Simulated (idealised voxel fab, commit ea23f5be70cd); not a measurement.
process module | voxel self aligned vias
Shown is cross-section cut, with a width of 205 nm and square cells of size 5 nm.
We lay out every cross-section as a grid of square cells and spell it out in bands from the top down, where one band means one or more rows of cells. Per band: top height and bottom height in nm, followed by the left-to-right materials and their widths in nm; "everywhere" marks a single material spanning edge to edge, "air" marks empty space. Below 0: as-received wafer, all one material; heights counted from there. Lowest band: no bottom, goes on down, written "from 0 down". The notation "30..40" denotes a width that varies across the rows of cells in the band, beginning at the first number in the top row, finishing at the second number in the bottom row, and changing by an identical amount from each row to the next. The cross-section has no changed cell in any step marked "stayed the same". Basically, "Voids, enclosed" tells you about the enclosed voids: empty spaces with no open way to the top, 8 cells or bigger, each written width x height at distance, where distance is from the left edge, all in nm. Anything after a step's settings on that line? It's the simulator's own note about the step. overlay nm: mask right of planned place by this much (step with mask). Neg. = left.

**These are the steps we planned for the process**
1) RECEIVE with material Si
2) CONFORMAL_DEP with material SiO2, thk nm 10
3) CONFORMAL_DEP with material SiCN, thk nm 5
4) DIRECTIONAL_DEP with material lowk, thk nm 20
5) PATTERN with tone open, mask id LINES, material resist, width nm 25, pitch nm 65, thk nm 20, overlay nm 0
6) DIRECTIONAL_ETCH with etch materials lowk, depth nm 20
7) STRIP with etch materials resist
8) CONFORMAL_DEP with material TiN, thk nm 5
9) FILL_DEP with material Ru, thk nm 5
10) CMP with height nm 35
11) SELECTIVE_ETCH with etch materials W Ru TiN, depth nm 10
12) FILL_DEP with material SiN, thk nm 5
13) CMP with height nm 35
14) DIRECTIONAL_DEP with material lowk, thk nm 15
15) DIRECTIONAL_DEP with material aC, thk nm 10
16) PATTERN with tone open, mask id VIAS, material resist, width nm 45, thk nm 25, overlay nm 0
17) DIRECTIONAL_ETCH with etch materials aC, depth nm 10
18) STRIP with etch materials resist
19) DIRECTIONAL_ETCH with etch materials lowk, depth nm 15
20) DIRECTIONAL_ETCH with etch materials SiN, depth nm 10
21) STRIP with etch materials aC
22) CONFORMAL_DEP with material TiN, thk nm 5
23) FILL_DEP with material Cu, thk nm 5
24) CMP with height nm 50
25) CONFORMAL_DEP with material SiN, thk nm 5

**Account of the first of two wafers, which was processed as intended**

**Incoming wafer, cross-sectional view, post step 1**
- from 0 down  Si everywhere
- Voids, enclosed: none

**Cross-section: wafer state after step 2**
- from 10 to 0  SiO2 everywhere
- No changes below 0.

**Cross-section: wafer state after step 3**
- from 15 to 10  SiCN everywhere
- No changes below 10.

**Cross-section: wafer state after step 4**
- from 35 to 15  lowk everywhere
- No changes below 15.

**Cross-section: wafer state after step 5**
- from 55 to 35  resist: 55  air: 25  resist: 40  air: 25  resist: 60
- No changes below 35.

**Cross-section: wafer state after step 6**
- from 55 to 35  resist: 55  air: 25  resist: 40  air: 25  resist: 60
- from 35 to 15  lowk: 55  air: 25  lowk: 40  air: 25  lowk: 60
- No changes below 15.

**Cross-section: wafer state after step 7**
- from 35 to 15  lowk: 55  air: 25  lowk: 40  air: 25  lowk: 60
- No changes below 15.

**Cross-section: wafer state after step 8**
- from 40 to 35  TiN: 60  air: 15  TiN: 50  air: 15  TiN: 65
- from 35 to 20  lowk: 55  TiN: 5  air: 15  TiN: 5  lowk: 40  TiN: 5  air: 15  TiN: 5  lowk: 60
- from 20 to 15  lowk: 55  TiN: 25  lowk: 40  TiN: 25  lowk: 60
- No changes below 15.

**Cross-section: wafer state after step 9**
- from 45 to 40  Ru everywhere
- from 40 to 35  TiN: 60  Ru: 15  TiN: 50  Ru: 15  TiN: 65
- from 35 to 20  lowk: 55  TiN: 5  Ru: 15  TiN: 5  lowk: 40  TiN: 5  Ru: 15  TiN: 5  lowk: 60
- No changes below 20.

**Cross-section: wafer state after step 10**
- from 35 to 20  lowk: 55  TiN: 5  Ru: 15  TiN: 5  lowk: 40  TiN: 5  Ru: 15  TiN: 5  lowk: 60
- No changes below 20.

**Cross-section: wafer state after step 11**
- from 35 to 25  lowk: 55  air: 25  lowk: 40  air: 25  lowk: 60
- No changes below 25.

**Cross-section: wafer state after step 12**
- from 40 to 35  SiN everywhere
- from 35 to 25  lowk: 55  SiN: 25  lowk: 40  SiN: 25  lowk: 60
- No changes below 25.

**Cross-section: wafer state after step 13**
- from 35 to 25  lowk: 55  SiN: 25  lowk: 40  SiN: 25  lowk: 60
- No changes below 25.

**Cross-section: wafer state after step 14**
- from 50 to 35  lowk everywhere
- No changes below 35.

**Cross-section: wafer state after step 15**
- from 60 to 50  aC everywhere
- No changes below 50.

**Cross-section: wafer state after step 16**
- from 85 to 60  resist: 45  air: 45  resist: 115
- No changes below 60.

**Cross-section: wafer state after step 17**
- from 75 to 60  resist: 45  air: 45  resist: 115
- from 60 to 50  aC: 45  air: 45  aC: 115
- No changes below 50.

**Cross-section: wafer state after step 18**
- from 60 to 50  aC: 45  air: 45  aC: 115
- No changes below 50.

**Cross-section: wafer state after step 19**
- from 60 to 50  aC: 45  air: 45  aC: 115
- from 50 to 35  lowk: 45  air: 45  lowk: 115
- No changes below 35.

**Cross-section: wafer state after step 20**
- from 60 to 50  aC: 45  air: 45  aC: 115
- from 50 to 35  lowk: 45  air: 45  lowk: 115
- from 35 to 25  lowk: 55  air: 25  lowk: 40  SiN: 25  lowk: 60
- No changes below 25.

**Cross-section: wafer state after step 21**
- from 50 to 35  lowk: 45  air: 45  lowk: 115
- No changes below 35.

**Cross-section: wafer state after step 22**
- from 55 to 50  TiN: 50  air: 35  TiN: 120
- from 50 to 40  lowk: 45  TiN: 5  air: 35  TiN: 5  lowk: 115
- from 40 to 35  lowk: 45  TiN: 15  air: 15  TiN: 15  lowk: 115
- from 35 to 30  lowk: 55  TiN: 5  air: 15  TiN: 5  lowk: 40  SiN: 25  lowk: 60
- from 30 to 25  lowk: 55  TiN: 25  lowk: 40  SiN: 25  lowk: 60
- No changes below 25.

**Cross-section: wafer state after step 23**
- from 60 to 55  Cu everywhere
- from 55 to 50  TiN: 50  Cu: 35  TiN: 120
- from 50 to 40  lowk: 45  TiN: 5  Cu: 35  TiN: 5  lowk: 115
- from 40 to 35  lowk: 45  TiN: 15  Cu: 15  TiN: 15  lowk: 115
- from 35 to 30  lowk: 55  TiN: 5  Cu: 15  TiN: 5  lowk: 40  SiN: 25  lowk: 60
- No changes below 30.

**Cross-section: wafer state after step 24**
- from 50 to 40  lowk: 45  TiN: 5  Cu: 35  TiN: 5  lowk: 115
- No changes below 40.

**Cross-section: wafer state after step 25**
- from 55 to 50  SiN everywhere
- No changes below 50.

**Second Wafer (Identical Start and Plan, One Processing Error; Matches First Wafer Through Step 1)**

**Cross-section of the second wafer corresponding to the planned conclusion of step 2**
- from 5 to 0  SiCN everywhere
- No changes below 0.

**Cross-section of the second wafer corresponding to the planned conclusion of step 3**
- from 15 to 5  SiO2 everywhere
- No changes below 5.

**Cross-section of the second wafer corresponding to the planned conclusion of step 4**
- from 35 to 15  lowk everywhere
- No changes below 15.

**Cross-section of the second wafer corresponding to the planned conclusion of step 5**
- from 55 to 35  resist: 55  air: 25  resist: 40  air: 25  resist: 60
- No changes below 35.

**Cross-section of the second wafer corresponding to the planned conclusion of step 6**
- from 55 to 35  resist: 55  air: 25  resist: 40  air: 25  resist: 60
- from 35 to 15  lowk: 55  air: 25  lowk: 40  air: 25  lowk: 60
- No changes below 15.

**Cross-section of the second wafer corresponding to the planned conclusion of step 7**
- from 35 to 15  lowk: 55  air: 25  lowk: 40  air: 25  lowk: 60
- No changes below 15.

**Cross-section of the second wafer corresponding to the planned conclusion of step 8**
- from 40 to 35  TiN: 60  air: 15  TiN: 50  air: 15  TiN: 65
- from 35 to 20  lowk: 55  TiN: 5  air: 15  TiN: 5  lowk: 40  TiN: 5  air: 15  TiN: 5  lowk: 60
- from 20 to 15  lowk: 55  TiN: 25  lowk: 40  TiN: 25  lowk: 60
- No changes below 15.

**Cross-section of the second wafer corresponding to the planned conclusion of step 9**
- from 45 to 40  Ru everywhere
- from 40 to 35  TiN: 60  Ru: 15  TiN: 50  Ru: 15  TiN: 65
- from 35 to 20  lowk: 55  TiN: 5  Ru: 15  TiN: 5  lowk: 40  TiN: 5  Ru: 15  TiN: 5  lowk: 60
- No changes below 20.

**Cross-section of the second wafer corresponding to the planned conclusion of step 10**
- from 35 to 20  lowk: 55  TiN: 5  Ru: 15  TiN: 5  lowk: 40  TiN: 5  Ru: 15  TiN: 5  lowk: 60
- No changes below 20.

**Cross-section of the second wafer corresponding to the planned conclusion of step 11**
- from 35 to 25  lowk: 55  air: 25  lowk: 40  air: 25  lowk: 60
- No changes below 25.

**Cross-section of the second wafer corresponding to the planned conclusion of step 12**
- from 40 to 35  SiN everywhere
- from 35 to 25  lowk: 55  SiN: 25  lowk: 40  SiN: 25  lowk: 60
- No changes below 25.

**Cross-section of the second wafer corresponding to the planned conclusion of step 13**
- from 35 to 25  lowk: 55  SiN: 25  lowk: 40  SiN: 25  lowk: 60
- No changes below 25.

**Cross-section of the second wafer corresponding to the planned conclusion of step 14**
- from 50 to 35  lowk everywhere
- No changes below 35.

**Cross-section of the second wafer corresponding to the planned conclusion of step 15**
- from 60 to 50  aC everywhere
- No changes below 50.

**Cross-section of the second wafer corresponding to the planned conclusion of step 16**
- from 85 to 60  resist: 45  air: 45  resist: 115
- No changes below 60.

**Cross-section of the second wafer corresponding to the planned conclusion of step 17**
- from 75 to 60  resist: 45  air: 45  resist: 115
- from 60 to 50  aC: 45  air: 45  aC: 115
- No changes below 50.

**Cross-section of the second wafer corresponding to the planned conclusion of step 18**
- from 60 to 50  aC: 45  air: 45  aC: 115
- No changes below 50.

**Cross-section of the second wafer corresponding to the planned conclusion of step 19**
- from 60 to 50  aC: 45  air: 45  aC: 115
- from 50 to 35  lowk: 45  air: 45  lowk: 115
- No changes below 35.

**Cross-section of the second wafer corresponding to the planned conclusion of step 20**
- from 60 to 50  aC: 45  air: 45  aC: 115
- from 50 to 35  lowk: 45  air: 45  lowk: 115
- from 35 to 25  lowk: 55  air: 25  lowk: 40  SiN: 25  lowk: 60
- No changes below 25.

**Cross-section of the second wafer corresponding to the planned conclusion of step 21**
- from 50 to 35  lowk: 45  air: 45  lowk: 115
- No changes below 35.

**Cross-section of the second wafer corresponding to the planned conclusion of step 22**
- from 55 to 50  TiN: 50  air: 35  TiN: 120
- from 50 to 40  lowk: 45  TiN: 5  air: 35  TiN: 5  lowk: 115
- from 40 to 35  lowk: 45  TiN: 15  air: 15  TiN: 15  lowk: 115
- from 35 to 30  lowk: 55  TiN: 5  air: 15  TiN: 5  lowk: 40  SiN: 25  lowk: 60
- from 30 to 25  lowk: 55  TiN: 25  lowk: 40  SiN: 25  lowk: 60
- No changes below 25.

**Cross-section of the second wafer corresponding to the planned conclusion of step 23**
- from 60 to 55  Cu everywhere
- from 55 to 50  TiN: 50  Cu: 35  TiN: 120
- from 50 to 40  lowk: 45  TiN: 5  Cu: 35  TiN: 5  lowk: 115
- from 40 to 35  lowk: 45  TiN: 15  Cu: 15  TiN: 15  lowk: 115
- from 35 to 30  lowk: 55  TiN: 5  Cu: 15  TiN: 5  lowk: 40  SiN: 25  lowk: 60
- No changes below 30.

**Cross-section of the second wafer corresponding to the planned conclusion of step 24**
- from 50 to 40  lowk: 45  TiN: 5  Cu: 35  TiN: 5  lowk: 115
- No changes below 40.

**Cross-section of the second wafer corresponding to the planned conclusion of step 25**
- from 55 to 50  SiN everywhere
- No changes below 50.
Want to know what went wrong? steps 2 and 3 got flipped, so each one ran where the other should have
When the process is done, the second wafer contains the same cell count of every material as the first wafer, but distributed over other locations.
